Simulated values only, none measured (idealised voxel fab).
The following process module bears the name voxel wiring stack.
For reference, the cross-section in this document is cut, with width 145 nm and square cells of 5 nm.
Cross-sections here: square-cell grids, written as top-down lists of bands, a band being one or more rows of cells. This entry defines a band. It first specifies the height of the band's top and the height of its bottom in nm, and then specifies the band's materials from left to right, stating each material with its width in nm. The word "edge to edge" identifies a single material that fills the band from edge to edge, while the word "empty" identifies empty space. Zero point of the height axis is 0; under it, received wafer = one material. Lowest band: continues down indefinitely, "0 nm and below". A width given as "30 to 40" starts at the first number in the band's top row and ends at the second number in its bottom row, shifting by an equal amount at every step from row to row. Where a step carries "no change", the cross-section came out of it unchanged, cell for cell. Entry "Trapped void list". Content: empty spaces with no open connection to the top, size 8 cells or greater. Each: width x height at distance. Distance: from left edge. Unit: nm. What comes after the settings on a step's line is commentary from the simulator itself on that step. overlay nm: mask right of planned place by this much (step with mask). Neg. = left. The remainder of this document consists of a sequence of paired cross-sections. Each pair presents the cross-section prior to one process step together with the cross-section following it, the latter being rendered only as deep as the lowest band that underwent change. The intervening step, together with its settings, is stated beneath each pair. Because the pairs may originate from different runs of this module on the same starting wafer, a given pair is to be read as continuing from the preceding pair only where its entry headed "Before this step" so indicates.

BEFORE THIS STEP
    150 nm to 135 nm: 25 of resist, 15 of empty, 105 of resist
    135 nm to 120 nm: 25 of aC, 15 of empty, 105 of aC
    120 nm to 110 nm: lowk edge to edge
    110 nm to 105 nm: SiCN edge to edge
    105 nm to 95 nm: 25 of lowk, 5 of TiN, 20 of Cu, 5 of TiN, 30 of lowk, 5 of TiN, 20 of Cu, 5 of TiN, 30 of lowk
    95 nm to 90 nm: 25 of lowk, 5 of TiN, 5 of Cu, 20 of TiN, 30 of lowk, 30 of TiN, 30 of lowk
    90 nm to 75 nm: 25 of lowk, 5 of TiN, 5 of Cu, 5 of TiN, 105 of lowk
    75 nm to 70 nm: 25 of SiCN, 15 of TiN, 105 of SiCN
    70 nm to 65 nm: 25 of SiN, 30 of TiN, 30 of SiN, 30 of TiN, 30 of SiN
    65 nm to 50 nm: lowk edge to edge
    50 nm to 40 nm: 25 of SiO2, 5 of TiN, 5 of Cu, 5 of TiN, 105 of SiO2
    40 nm to 35 nm: 25 of SiCN, 15 of TiN, 105 of SiCN
    35 nm to 20 nm: 25 of SiO2, 30 of W, 30 of SiO2, 30 of W, 30 of SiO2
    20 nm to 15 nm: 25 of SiO2, 30 of TiN, 30 of SiO2, 30 of TiN, 30 of SiO2
    15 nm to 0 nm: SiO2 edge to edge
    0 nm and below: Si edge to edge
    Trapped void list: none

SECTION AFTER PROCESSING
    135 nm to 120 nm: 25 of aC, 15 of empty, 105 of aC
    All layers under 120 are left as they were.
    Trapped void list: none
Between before and after as drawn above: STRIP, etch materials resist

Before this step: same picture as after in the pair right above, so we don't repeat it.

SECTION AFTER PROCESSING
    135 nm to 120 nm: 25 of aC, 15 of empty, 105 of aC
    120 nm to 110 nm: 25 of lowk, 15 of empty, 105 of lowk
    All layers under 110 are left as they were.
    Trapped void list: none
Between before and after as drawn above: DIRECTIONAL_ETCH, etch materials lowk, depth nm 10

Before this step: same picture as after in the pair right above, so we don't repeat it.

SECTION AFTER PROCESSING
    135 nm to 120 nm: 25 of aC, 15 of empty, 105 of aC
    120 nm to 110 nm: 25 of lowk, 15 of empty, 105 of lowk
    110 nm to 105 nm: 25 of SiCN, 15 of empty, 105 of SiCN
    All layers under 105 are left as they were.
    Trapped void list: none
Between before and after as drawn above: DIRECTIONAL_ETCH, etch materials SiCN, depth nm 5

Before this step: same picture as after in the pair right above, so we don't repeat it.

SECTION AFTER PROCESSING
    120 nm to 110 nm: 25 of lowk, 15 of empty, 105 of lowk
    All layers under 110 are left as they were.
    Trapped void list: none
Between before and after as drawn above: STRIP, etch materials aC

Before this step: same picture as after in the pair right above, so we don't repeat it.

SECTION AFTER PROCESSING
    120 nm to 115 nm: 25 of lowk, 15 of empty, 105 of lowk
    115 nm to 110 nm: 25 of lowk, 15 of Ru, 105 of lowk
    110 nm to 105 nm: 25 of SiCN, 15 of Ru, 105 of SiCN
    All layers under 105 are left as they were.
    Trapped void list: none
Between before and after as drawn above: EPI, material Ru, thk nm 10

Before this step: same picture as after in the pair right above, so we don't repeat it.

SECTION AFTER PROCESSING
    120 nm to 110 nm: 25 of lowk, 15 of Ru, 105 of lowk
    All layers under 110 are left as they were.
    Trapped void list: none
Between before and after as drawn above: EPI, material Ru, thk nm 5

Before this step: same picture as after in the pair right above, so we don't repeat it.

SECTION AFTER PROCESSING
    125 nm to 120 nm: TiN edge to edge
    All layers under 120 are left as they were.
    Trapped void list: none
Between before and after as drawn above: DIRECTIONAL_DEP, material TiN, thk nm 5

Before this step: same picture as after in the pair right above, so we don't repeat it.

SECTION AFTER PROCESSING
    140 nm to 125 nm: W edge to edge
    All layers under 125 are left as they were.
    Trapped void list: none
Between before and after as drawn above: DIRECTIONAL_DEP, material W, thk nm 15

Before this step: same picture as after in the pair right above, so we don't repeat it.

SECTION AFTER PROCESSING
    160 nm to 140 nm: 25 of empty, 30 of resist, 30 of empty, 30 of resist, 30 of empty
    All layers under 140 are left as they were.
    Trapped void list: none
Between before and after as drawn above: PATTERN, tone cover, mask id METAL_4, material resist, width nm 30, pitch nm 60, thk nm 20, overlay nm 0

Before this step: same picture as after in the pair right above, so we don't repeat it.

SECTION AFTER PROCESSING
    160 nm to 140 nm: 25 of empty, 30 of resist, 30 of empty, 30 of resist, 30 of empty
    140 nm to 125 nm: 25 of empty, 30 of W, 30 of empty, 30 of W, 30 of empty
    All layers under 125 are left as they were.
    Trapped void list: none
Between before and after as drawn above: DIRECTIONAL_ETCH, etch materials W, depth nm 15

Before this step: same picture as after in the pair right above, so we don't repeat it.

SECTION AFTER PROCESSING
    160 nm to 140 nm: 25 of empty, 30 of resist, 30 of empty, 30 of resist, 30 of empty
    140 nm to 125 nm: 25 of empty, 30 of W, 30 of empty, 30 of W, 30 of empty
    125 nm to 120 nm: 25 of empty, 30 of TiN, 30 of empty, 30 of TiN, 30 of empty
    All layers under 120 are left as they were.
    Trapped void list: none
Between before and after as drawn above: DIRECTIONAL_ETCH, etch materials TiN, depth nm 5

Before this step: same picture as after in the pair right above, so we don't repeat it.

SECTION AFTER PROCESSING
    140 nm to 125 nm: 25 of empty, 30 of W, 30 of empty, 30 of W, 30 of empty
    All layers under 125 are left as they were.
    Trapped void list: none
Between before and after as drawn above: STRIP, etch materials resist

Before this step: same picture as after in the pair right above, so we don't repeat it.

SECTION AFTER PROCESSING
    145 nm to 140 nm: SiO2 edge to edge
    140 nm to 125 nm: 25 of SiO2, 30 of W, 30 of SiO2, 30 of W, 30 of SiO2
    125 nm to 120 nm: 25 of SiO2, 30 of TiN, 30 of SiO2, 30 of TiN, 30 of SiO2
    All layers under 120 are left as they were.
    Trapped void list: none
Between before and after as drawn above: FILL_DEP, material SiO2, thk nm 5

Before this step: same picture as after in the pair right above, so we don't repeat it.

SECTION AFTER PROCESSING
    140 nm to 125 nm: 25 of SiO2, 30 of W, 30 of SiO2, 30 of W, 30 of SiO2
    All layers under 125 are left as they were.
    Trapped void list: none
Between before and after as drawn above: CMP, height nm 140

Before this step: same picture as after in the pair right above, so we don't repeat it.

SECTION AFTER PROCESSING
    145 nm to 140 nm: SiCN edge to edge
    All layers under 140 are left as they were.
    Trapped void list: none
Between before and after as drawn above: CONFORMAL_DEP, material SiCN, thk nm 5

BEFORE THIS STEP
    120 nm to 110 nm: 25 of lowk, 15 of Ru, 105 of lowk
    110 nm to 105 nm: 25 of SiCN, 15 of Ru, 105 of SiCN
    105 nm to 95 nm: 25 of lowk, 5 of TiN, 20 of Cu, 5 of TiN, 30 of lowk, 5 of TiN, 20 of Cu, 5 of TiN, 30 of lowk
    95 nm to 90 nm: 25 of lowk, 5 of TiN, 5 of Cu, 20 of TiN, 30 of lowk, 30 of TiN, 30 of lowk
    90 nm to 75 nm: 25 of lowk, 5 of TiN, 5 of Cu, 5 of TiN, 105 of lowk
    75 nm to 70 nm: 25 of SiCN, 15 of TiN, 105 of SiCN
    70 nm to 55 nm: 25 of lowk, 5 of TiN, 20 of Cu, 5 of TiN, 30 of lowk, 5 of TiN, 20 of Cu, 5 of TiN, 30 of lowk
    55 nm to 50 nm: 25 of SiN, 30 of TiN, 30 of SiN, 30 of TiN, 30 of SiN
    50 nm to 40 nm: 25 of SiO2, 5 of TiN, 5 of Cu, 5 of TiN, 105 of SiO2
    40 nm to 35 nm: 25 of SiCN, 15 of TiN, 105 of SiCN
    35 nm to 20 nm: 25 of SiO2, 30 of W, 30 of SiO2, 30 of W, 30 of SiO2
    20 nm to 15 nm: 25 of SiO2, 30 of TiN, 30 of SiO2, 30 of TiN, 30 of SiO2
    15 nm to 0 nm: SiO2 edge to edge
    0 nm and below: Si edge to edge
    Trapped void list: none

SECTION AFTER PROCESSING
    135 nm to 120 nm: TiN edge to edge
    All layers under 120 are left as they were.
    Trapped void list: none
Between before and after as drawn above: DIRECTIONAL_DEP, material TiN, thk nm 15

Before this step: same picture as after in the pair right above, so we don't repeat it.

SECTION AFTER PROCESSING
    150 nm to 135 nm: W edge to edge
    All layers under 135 are left as they were.
    Trapped void list: none
Between before and after as drawn above: DIRECTIONAL_DEP, material W, thk nm 15

Before this step: same picture as after in the pair right above, so we don't repeat it.

SECTION AFTER PROCESSING
    170 nm to 150 nm: 25 of empty, 30 of resist, 30 of empty, 30 of resist, 30 of empty
    All layers under 150 are left as they were.
    Trapped void list: none
Between before and after as drawn above: PATTERN, tone cover, mask id METAL_4, material resist, width nm 30, pitch nm 60, thk nm 20, overlay nm 0

Before this step: same picture as after in the pair right above, so we don't repeat it.

SECTION AFTER PROCESSING
    170 nm to 150 nm: 25 of empty, 30 of resist, 30 of empty, 30 of resist, 30 of empty
    150 nm to 135 nm: 25 of empty, 30 of W, 30 of empty, 30 of W, 30 of empty
    All layers under 135 are left as they were.
    Trapped void list: none
Between before and after as drawn above: DIRECTIONAL_ETCH, etch materials W, depth nm 15

Before this step: same picture as after in the pair right above, so we don't repeat it.

SECTION AFTER PROCESSING
    170 nm to 150 nm: 25 of empty, 30 of resist, 30 of empty, 30 of resist, 30 of empty
    150 nm to 135 nm: 25 of empty, 30 of W, 30 of empty, 30 of W, 30 of empty
    135 nm to 130 nm: 25 of empty, 30 of TiN, 30 of empty, 30 of TiN, 30 of empty
    All layers under 130 are left as they were.
    Trapped void list: none
Between before and after as drawn above: DIRECTIONAL_ETCH, etch materials TiN, depth nm 5

Before this step: same picture as after in the pair right above, so we don't repeat it.

SECTION AFTER PROCESSING
    150 nm to 135 nm: 25 of empty, 30 of W, 30 of empty, 30 of W, 30 of empty
    All layers under 135 are left as they were.
    Trapped void list: none
Between before and after as drawn above: STRIP, etch materials resist

Before this step: same picture as after in the pair right above, so we don't repeat it.

SECTION AFTER PROCESSING
    155 nm to 150 nm: SiO2 edge to edge
    150 nm to 135 nm: 25 of SiO2, 30 of W, 30 of SiO2, 30 of W, 30 of SiO2
    135 nm to 130 nm: 25 of SiO2, 30 of TiN, 30 of SiO2, 30 of TiN, 30 of SiO2
    All layers under 130 are left as they were.
    Trapped void list: none
Between before and after as drawn above: FILL_DEP, material SiO2, thk nm 5

Before this step: same picture as after in the pair right above, so we don't repeat it.

SECTION AFTER PROCESSING
    140 nm to 135 nm: 25 of SiO2, 30 of W, 30 of SiO2, 30 of W, 30 of SiO2
    All layers under 135 are left as they were.
    Trapped void list: none
Between before and after as drawn above: CMP, height nm 140

Before this step: same picture as after in the pair right above, so we don't repeat it.

SECTION AFTER PROCESSING
    145 nm to 140 nm: SiCN edge to edge
    All layers under 140 are left as they were.
    Trapped void list: none
Between before and after as drawn above: CONFORMAL_DEP, material SiCN, thk nm 5

BEFORE THIS STEP
    140 nm to 125 nm: W edge to edge
    125 nm to 120 nm: TiN edge to edge
    120 nm to 110 nm: 25 of lowk, 15 of Ru, 105 of lowk
    110 nm to 105 nm: 25 of SiCN, 15 of Ru, 105 of SiCN
    105 nm to 95 nm: 25 of lowk, 5 of TiN, 20 of Cu, 5 of TiN, 30 of lowk, 5 of TiN, 20 of Cu, 5 of TiN, 30 of lowk
    95 nm to 90 nm: 25 of lowk, 5 of TiN, 5 of Cu, 20 of TiN, 30 of lowk, 30 of TiN, 30 of lowk
    90 nm to 75 nm: 25 of lowk, 5 of TiN, 5 of Cu, 5 of TiN, 105 of lowk
    75 nm to 70 nm: 25 of SiCN, 15 of TiN, 105 of SiCN
    70 nm to 55 nm: 25 of lowk, 5 of TiN, 20 of Cu, 5 of TiN, 30 of lowk, 5 of TiN, 20 of Cu, 5 of TiN, 30 of lowk
    55 nm to 50 nm: 25 of SiN, 30 of TiN, 30 of SiN, 30 of TiN, 30 of SiN
    50 nm to 40 nm: 25 of SiO2, 5 of TiN, 5 of Cu, 5 of TiN, 105 of SiO2
    40 nm to 35 nm: 25 of SiCN, 15 of TiN, 105 of SiCN
    35 nm to 20 nm: 25 of SiO2, 30 of W, 30 of SiO2, 30 of W, 30 of SiO2
    20 nm to 15 nm: 25 of SiO2, 30 of TiN, 30 of SiO2, 30 of TiN, 30 of SiO2
    15 nm to 0 nm: SiO2 edge to edge
    0 nm and below: Si edge to edge
    Trapped void list: none

SECTION AFTER PROCESSING
    160 nm to 140 nm: 25 of empty, 35 of resist, 25 of empty, 35 of resist, 25 of empty
    All layers under 140 are left as they were.
    Trapped void list: none
Between before and after as drawn above: PATTERN, tone cover, mask id METAL_4, material resist, width nm 35, pitch nm 60, thk nm 20, overlay nm 0

Before this step: same picture as after in the pair right above, so we don't repeat it.

SECTION AFTER PROCESSING
    160 nm to 140 nm: 25 of empty, 35 of resist, 25 of empty, 35 of resist, 25 of empty
    140 nm to 125 nm: 25 of empty, 35 of W, 25 of empty, 35 of W, 25 of empty
    All layers under 125 are left as they were.
    Trapped void list: none
Between before and after as drawn above: DIRECTIONAL_ETCH, etch materials W, depth nm 15

Before this step: same picture as after in the pair right above, so we don't repeat it.

SECTION AFTER PROCESSING
    160 nm to 140 nm: 25 of empty, 35 of resist, 25 of empty, 35 of resist, 25 of empty
    140 nm to 125 nm: 25 of empty, 35 of W, 25 of empty, 35 of W, 25 of empty
    125 nm to 120 nm: 25 of empty, 35 of TiN, 25 of empty, 35 of TiN, 25 of empty
    All layers under 120 are left as they were.
    Trapped void list: none
Between before and after as drawn above: DIRECTIONAL_ETCH, etch materials TiN, depth nm 5

Before this step: same picture as after in the pair right above, so we don't repeat it.

SECTION AFTER PROCESSING
    140 nm to 125 nm: 25 of empty, 35 of W, 25 of empty, 35 of W, 25 of empty
    All layers under 125 are left as they were.
    Trapped void list: none
Between before and after as drawn above: STRIP, etch materials resist

Before this step: same picture as after in the pair right above, so we don't repeat it.

SECTION AFTER PROCESSING
    145 nm to 140 nm: SiO2 edge to edge
    140 nm to 125 nm: 25 of SiO2, 35 of W, 25 of SiO2, 35 of W, 25 of SiO2
    125 nm to 120 nm: 25 of SiO2, 35 of TiN, 25 of SiO2, 35 of TiN, 25 of SiO2
    All layers under 120 are left as they were.
    Trapped void list: none
Between before and after as drawn above: FILL_DEP, material SiO2, thk nm 5

Before this step: same picture as after in the pair right above, so we don't repeat it.

SECTION AFTER PROCESSING
    140 nm to 125 nm: 25 of SiO2, 35 of W, 25 of SiO2, 35 of W, 25 of SiO2
    All layers under 125 are left as they were.
    Trapped void list: none
Between before and after as drawn above: CMP, height nm 140

Before this step: same picture as after in the pair right above, so we don't repeat it.

SECTION AFTER PROCESSING
    145 nm to 140 nm: SiCN edge to edge
    All layers under 140 are left as they were.
    Trapped void list: none
Between before and after as drawn above: CONFORMAL_DEP, material SiCN, thk nm 5

BEFORE THIS STEP
    50 nm to 40 nm: SiO2 edge to edge
    40 nm to 35 nm: SiCN edge to edge
    35 nm to 20 nm: 25 of SiO2, 30 of W, 30 of SiO2, 30 of W, 30 of SiO2
    20 nm to 15 nm: 25 of SiO2, 30 of TiN, 30 of SiO2, 30 of TiN, 30 of SiO2
    15 nm to 0 nm: SiO2 edge to edge
    0 nm and below: Si edge to edge
    Trapped void list: none

SECTION AFTER PROCESSING
    50 nm to 40 nm: 35 of SiO2, 15 of empty, 95 of SiO2
    All layers under 40 are left as they were.
    Trapped void list: none
Between before and after as drawn above: MASKED_ETCH, tone open, mask id PLUG_1, width nm 15, etch materials SiO2, depth nm 10, overlay nm 10

Before this step: same picture as after in the pair right above, so we don't repeat it.

SECTION AFTER PROCESSING
    50 nm to 40 nm: 35 of SiO2, 15 of empty, 95 of SiO2
    40 nm to 35 nm: 35 of SiCN, 5 of empty, 105 of SiCN
    All layers under 35 are left as they were.
    Trapped void list: none
Between before and after as drawn above: MASKED_ETCH, tone open, mask id PLUG_1, width nm 15, etch materials SiCN, depth nm 5, overlay nm 0

Before this step: same picture as after in the pair right above, so we don't repeat it.

SECTION AFTER PROCESSING
    55 nm to 50 nm: 40 of TiN, 5 of empty, 100 of TiN
    50 nm to 45 nm: 35 of SiO2, 5 of TiN, 5 of empty, 5 of TiN, 95 of SiO2
    45 nm to 40 nm: 35 of SiO2, 15 of TiN, 95 of SiO2
    40 nm to 35 nm: 35 of SiCN, 5 of TiN, 105 of SiCN
    All layers under 35 are left as they were.
    Trapped void list: none
Between before and after as drawn above: CONFORMAL_DEP, material TiN, thk nm 5

Before this step: same picture as after in the pair right above, so we don't repeat it.

SECTION AFTER PROCESSING
    60 nm to 55 nm: Cu edge to edge
    55 nm to 50 nm: 40 of TiN, 5 of Cu, 100 of TiN
    50 nm to 45 nm: 35 of SiO2, 5 of TiN, 5 of Cu, 5 of TiN, 95 of SiO2
    All layers under 45 are left as they were.
    Trapped void list: none
Between before and after as drawn above: FILL_DEP, material Cu, thk nm 5

Before this step: same picture as after in the pair right above, so we don't repeat it.

SECTION AFTER PROCESSING
    50 nm to 45 nm: 35 of SiO2, 5 of TiN, 5 of Cu, 5 of TiN, 95 of SiO2
    All layers under 45 are left as they were.
    Trapped void list: none
Between before and after as drawn above: CMP, height nm 50

Before this step: same picture as after in the pair right above, so we don't repeat it.

SECTION AFTER PROCESSING
    55 nm to 50 nm: SiN edge to edge
    All layers under 50 are left as they were.
    Trapped void list: none
Between before and after as drawn above: CONFORMAL_DEP, material SiN, thk nm 5

Before this step: same picture as after in the pair right above, so we don't repeat it.

SECTION AFTER PROCESSING
    70 nm to 55 nm: lowk edge to edge
    All layers under 55 are left as they were.
    Trapped void list: none
Between before and after as drawn above: DIRECTIONAL_DEP, material lowk, thk nm 15

Before this step: same picture as after in the pair right above, so we don't repeat it.

SECTION AFTER PROCESSING
    70 nm to 55 nm: 25 of lowk, 30 of empty, 30 of lowk, 30 of empty, 30 of lowk
    All layers under 55 are left as they were.
    Trapped void list: none
Between before and after as drawn above: MASKED_ETCH, tone open, mask id METAL_2, width nm 30, pitch nm 60, etch materials lowk, depth nm 15, overlay nm 0

Before this step: same picture as after in the pair right above, so we don't repeat it.

SECTION AFTER PROCESSING
    70 nm to 55 nm: 25 of lowk, 30 of empty, 30 of lowk, 30 of empty, 30 of lowk
    55 nm to 50 nm: 25 of SiN, 30 of empty, 30 of SiN, 30 of empty, 30 of SiN
    All layers under 50 are left as they were.
    Trapped void list: none
Between before and after as drawn above: MASKED_ETCH, tone open, mask id METAL_2, width nm 30, pitch nm 60, etch materials SiN, depth nm 5, overlay nm 0

Before this step: same picture as after in the pair right above, so we don't repeat it.

SECTION AFTER PROCESSING
    75 nm to 70 nm: 30 of TiN, 20 of empty, 40 of TiN, 20 of empty, 35 of TiN
    70 nm to 55 nm: 25 of lowk, 5 of TiN, 20 of empty, 5 of TiN, 30 of lowk, 5 of TiN, 20 of empty, 5 of TiN, 30 of lowk
    55 nm to 50 nm: 25 of SiN, 30 of TiN, 30 of SiN, 30 of TiN, 30 of SiN
    All layers under 50 are left as they were.
    Trapped void list: none
Between before and after as drawn above: CONFORMAL_DEP, material TiN, thk nm 5

Before this step: same picture as after in the pair right above, so we don't repeat it.

SECTION AFTER PROCESSING
    85 nm to 75 nm: Cu edge to edge
    75 nm to 70 nm: 30 of TiN, 20 of Cu, 40 of TiN, 20 of Cu, 35 of TiN
    70 nm to 55 nm: 25 of lowk, 5 of TiN, 20 of Cu, 5 of TiN, 30 of lowk, 5 of TiN, 20 of Cu, 5 of TiN, 30 of lowk
    All layers under 55 are left as they were.
    Trapped void list: none
Between before and after as drawn above: FILL_DEP, material Cu, thk nm 10

Before this step: same picture as after in the pair right above, so we don't repeat it.

SECTION AFTER PROCESSING
    70 nm to 55 nm: 25 of lowk, 5 of TiN, 20 of Cu, 5 of TiN, 30 of lowk, 5 of TiN, 20 of Cu, 5 of TiN, 30 of lowk
    All layers under 55 are left as they were.
    Trapped void list: none
Between before and after as drawn above: CMP, height nm 70

Before this step: same picture as after in the pair right above, so we don't repeat it.

SECTION AFTER PROCESSING
    75 nm to 70 nm: SiCN edge to edge
    All layers under 70 are left as they were.
    Trapped void list: none
Between before and after as drawn above: CONFORMAL_DEP, material SiCN, thk nm 5

Before this step: same picture as after in the pair right above, so we don't repeat it.

SECTION AFTER PROCESSING
    105 nm to 75 nm: lowk edge to edge
    All layers under 75 are left as they were.
    Trapped void list: none
Between before and after as drawn above: DIRECTIONAL_DEP, material lowk, thk nm 30

Before this step: same picture as after in the pair right above, so we don't repeat it.

SECTION AFTER PROCESSING
    105 nm to 90 nm: 25 of lowk, 30 of empty, 30 of lowk, 30 of empty, 30 of lowk
    All layers under 90 are left as they were.
    Trapped void list: none
Between before and after as drawn above: MASKED_ETCH, tone open, mask id METAL_3, width nm 30, pitch nm 60, etch materials lowk, depth nm 15, overlay nm 0

Before this step: same picture as after in the pair right above, so we don't repeat it.

SECTION AFTER PROCESSING
    105 nm to 90 nm: 25 of lowk, 30 of empty, 30 of lowk, 30 of empty, 30 of lowk
    90 nm to 75 nm: 25 of lowk, 15 of empty, 105 of lowk
    All layers under 75 are left as they were.
    Trapped void list: none
Between before and after as drawn above: MASKED_ETCH, tone open, mask id METAL_3_HOLES, width nm 15, etch materials lowk, depth nm 15, overlay nm 0

Before this step: same picture as after in the pair right above, so we don't repeat it.

SECTION AFTER PROCESSING
    105 nm to 90 nm: 25 of lowk, 30 of empty, 30 of lowk, 30 of empty, 30 of lowk
    90 nm to 75 nm: 25 of lowk, 15 of empty, 105 of lowk
    75 nm to 70 nm: 25 of SiCN, 15 of empty, 105 of SiCN
    All layers under 70 are left as they were.
    Trapped void list: none
Between before and after as drawn above: MASKED_ETCH, tone open, mask id METAL_3_HOLES, width nm 15, etch materials SiCN, depth nm 5, overlay nm 0

Before this step: same picture as after in the pair right above, so we don't repeat it.

SECTION AFTER PROCESSING
    110 nm to 105 nm: 30 of TiN, 20 of empty, 40 of TiN, 20 of empty, 35 of TiN
    105 nm to 95 nm: 25 of lowk, 5 of TiN, 20 of empty, 5 of TiN, 30 of lowk, 5 of TiN, 20 of empty, 5 of TiN, 30 of lowk
    95 nm to 90 nm: 25 of lowk, 5 of TiN, 5 of empty, 20 of TiN, 30 of lowk, 30 of TiN, 30 of lowk
    90 nm to 75 nm: 25 of lowk, 5 of TiN, 5 of empty, 5 of TiN, 105 of lowk
    75 nm to 70 nm: 25 of SiCN, 15 of TiN, 105 of SiCN
    All layers under 70 are left as they were.
    Trapped void list: none
Between before and after as drawn above: CONFORMAL_DEP, material TiN, thk nm 5

Before this step: same picture as after in the pair right above, so we don't repeat it.

SECTION AFTER PROCESSING
    120 nm to 110 nm: Cu edge to edge
    110 nm to 105 nm: 30 of TiN, 20 of Cu, 40 of TiN, 20 of Cu, 35 of TiN
    105 nm to 95 nm: 25 of lowk, 5 of TiN, 20 of Cu, 5 of TiN, 30 of lowk, 5 of TiN, 20 of Cu, 5 of TiN, 30 of lowk
    95 nm to 90 nm: 25 of lowk, 5 of TiN, 5 of Cu, 20 of TiN, 30 of lowk, 30 of TiN, 30 of lowk
    90 nm to 75 nm: 25 of lowk, 5 of TiN, 5 of Cu, 5 of TiN, 105 of lowk
    All layers under 75 are left as they were.
    Trapped void list: none
Between before and after as drawn above: FILL_DEP, material Cu, thk nm 10

Before this step: same picture as after in the pair right above, so we don't repeat it.

SECTION AFTER PROCESSING
    105 nm to 95 nm: 25 of lowk, 5 of TiN, 20 of Cu, 5 of TiN, 30 of lowk, 5 of TiN, 20 of Cu, 5 of TiN, 30 of lowk
    All layers under 95 are left as they were.
    Trapped void list: none
Between before and after as drawn above: CMP, height nm 105

Before this step: same picture as after in the pair right above, so we don't repeat it.

SECTION AFTER PROCESSING
    110 nm to 105 nm: SiCN edge to edge
    All layers under 105 are left as they were.
    Trapped void list: none
Between before and after as drawn above: CONFORMAL_DEP, material SiCN, thk nm 5

Before this step: same picture as after in the pair right above, so we don't repeat it.

SECTION AFTER PROCESSING
    120 nm to 110 nm: lowk edge to edge
    All layers under 110 are left as they were.
    Trapped void list: none
Between before and after as drawn above: DIRECTIONAL_DEP, material lowk, thk nm 10

Before this step: same picture as after in the pair right above, so we don't repeat it.

SECTION AFTER PROCESSING
    135 nm to 120 nm: aC edge to edge
    All layers under 120 are left as they were.
    Trapped void list: none
Between before and after as drawn above: DIRECTIONAL_DEP, material aC, thk nm 15

Before this step: same picture as after in the pair right above, so we don't repeat it.

SECTION AFTER PROCESSING
    165 nm to 135 nm: 25 of resist, 15 of empty, 105 of resist
    All layers under 135 are left as they were.
    Trapped void list: none
Between before and after as drawn above: PATTERN, tone open, mask id PLUG_3, material resist, width nm 15, thk nm 30, overlay nm 0

Before this step: same picture as after in the pair right above, so we don't repeat it.

SECTION AFTER PROCESSING
    150 nm to 135 nm: 25 of resist, 15 of empty, 105 of resist
    135 nm to 120 nm: 25 of aC, 15 of empty, 105 of aC
    All layers under 120 are left as they were.
    Trapped void list: none
Between before and after as drawn above: DIRECTIONAL_ETCH, etch materials aC, depth nm 15

Before this step: same picture as after in the pair right above, so we don't repeat it.

SECTION AFTER PROCESSING
    135 nm to 120 nm: 25 of aC, 15 of empty, 105 of aC
    All layers under 120 are left as they were.
    Trapped void list: none
Between before and after as drawn above: STRIP, etch materials resist

Before this step: same picture as after in the pair right above, so we don't repeat it.

SECTION AFTER PROCESSING
    135 nm to 120 nm: 25 of aC, 15 of empty, 105 of aC
    120 nm to 110 nm: 25 of lowk, 15 of empty, 105 of lowk
    All layers under 110 are left as they were.
    Trapped void list: none
Between before and after as drawn above: DIRECTIONAL_ETCH, etch materials lowk, depth nm 10

Before this step: same picture as after in the pair right above, so we don't repeat it.

SECTION AFTER PROCESSING
    135 nm to 120 nm: 25 of aC, 15 of empty, 105 of aC
    120 nm to 110 nm: 25 of lowk, 15 of empty, 105 of lowk
    110 nm to 105 nm: 25 of SiCN, 15 of empty, 105 of SiCN
    All layers under 105 are left as they were.
    Trapped void list: none
Between before and after as drawn above: DIRECTIONAL_ETCH, etch materials SiCN, depth nm 5

Before this step: same picture as after in the pair right above, so we don't repeat it.

SECTION AFTER PROCESSING
    120 nm to 110 nm: 25 of lowk, 15 of empty, 105 of lowk
    All layers under 110 are left as they were.
    Trapped void list: none
Between before and after as drawn above: STRIP, etch materials aC

Before this step: same picture as after in the pair right above, so we don't repeat it.

SECTION AFTER PROCESSING
    120 nm to 115 nm: 25 of lowk, 15 of empty, 105 of lowk
    115 nm to 110 nm: 25 of lowk, 15 of Ru, 105 of lowk
    110 nm to 105 nm: 25 of SiCN, 15 of Ru, 105 of SiCN
    All layers under 105 are left as they were.
    Trapped void list: none
Between before and after as drawn above: EPI, material Ru, thk nm 10

Before this step: same picture as after in the pair right above, so we don't repeat it.

SECTION AFTER PROCESSING
    120 nm to 110 nm: 25 of lowk, 15 of Ru, 105 of lowk
    All layers under 110 are left as they were.
    Trapped void list: none
Between before and after as drawn above: EPI, material Ru, thk nm 5

Before this step: same picture as after in the pair right above, so we don't repeat it.

SECTION AFTER PROCESSING
    125 nm to 120 nm: TiN edge to edge
    All layers under 120 are left as they were.
    Trapped void list: none
Between before and after as drawn above: DIRECTIONAL_DEP, material TiN, thk nm 5

Before this step: same picture as after in the pair right above, so we don't repeat it.

SECTION AFTER PROCESSING
    140 nm to 125 nm: W edge to edge
    All layers under 125 are left as they were.
    Trapped void list: none
Between before and after as drawn above: DIRECTIONAL_DEP, material W, thk nm 15

Before this step: same picture as after in the pair right above, so we don't repeat it.

SECTION AFTER PROCESSING
    160 nm to 140 nm: 25 of empty, 30 of resist, 30 of empty, 30 of resist, 30 of empty
    All layers under 140 are left as they were.
    Trapped void list: none
Between before and after as drawn above: PATTERN, tone cover, mask id METAL_4, material resist, width nm 30, pitch nm 60, thk nm 20, overlay nm 0

Before this step: same picture as after in the pair right above, so we don't repeat it.

SECTION AFTER PROCESSING
    160 nm to 140 nm: 25 of empty, 30 of resist, 30 of empty, 30 of resist, 30 of empty
    140 nm to 125 nm: 25 of empty, 30 of W, 30 of empty, 30 of W, 30 of empty
    All layers under 125 are left as they were.
    Trapped void list: none
Between before and after as drawn above: DIRECTIONAL_ETCH, etch materials W, depth nm 15

Before this step: same picture as after in the pair right above, so we don't repeat it.

SECTION AFTER PROCESSING
    160 nm to 140 nm: 25 of empty, 30 of resist, 30 of empty, 30 of resist, 30 of empty
    140 nm to 125 nm: 25 of empty, 30 of W, 30 of empty, 30 of W, 30 of empty
    125 nm to 120 nm: 25 of empty, 30 of TiN, 30 of empty, 30 of TiN, 30 of empty
    All layers under 120 are left as they were.
    Trapped void list: none
Between before and after as drawn above: DIRECTIONAL_ETCH, etch materials TiN, depth nm 5

Before this step: same picture as after in the pair right above, so we don't repeat it.

SECTION AFTER PROCESSING
    140 nm to 125 nm: 25 of empty, 30 of W, 30 of empty, 30 of W, 30 of empty
    All layers under 125 are left as they were.
    Trapped void list: none
Between before and after as drawn above: STRIP, etch materials resist

Before this step: same picture as after in the pair right above, so we don't repeat it.

SECTION AFTER PROCESSING
    145 nm to 140 nm: SiO2 edge to edge
    140 nm to 125 nm: 25 of SiO2, 30 of W, 30 of SiO2, 30 of W, 30 of SiO2
    125 nm to 120 nm: 25 of SiO2, 30 of TiN, 30 of SiO2, 30 of TiN, 30 of SiO2
    All layers under 120 are left as they were.
    Trapped void list: none
Between before and after as drawn above: FILL_DEP, material SiO2, thk nm 5
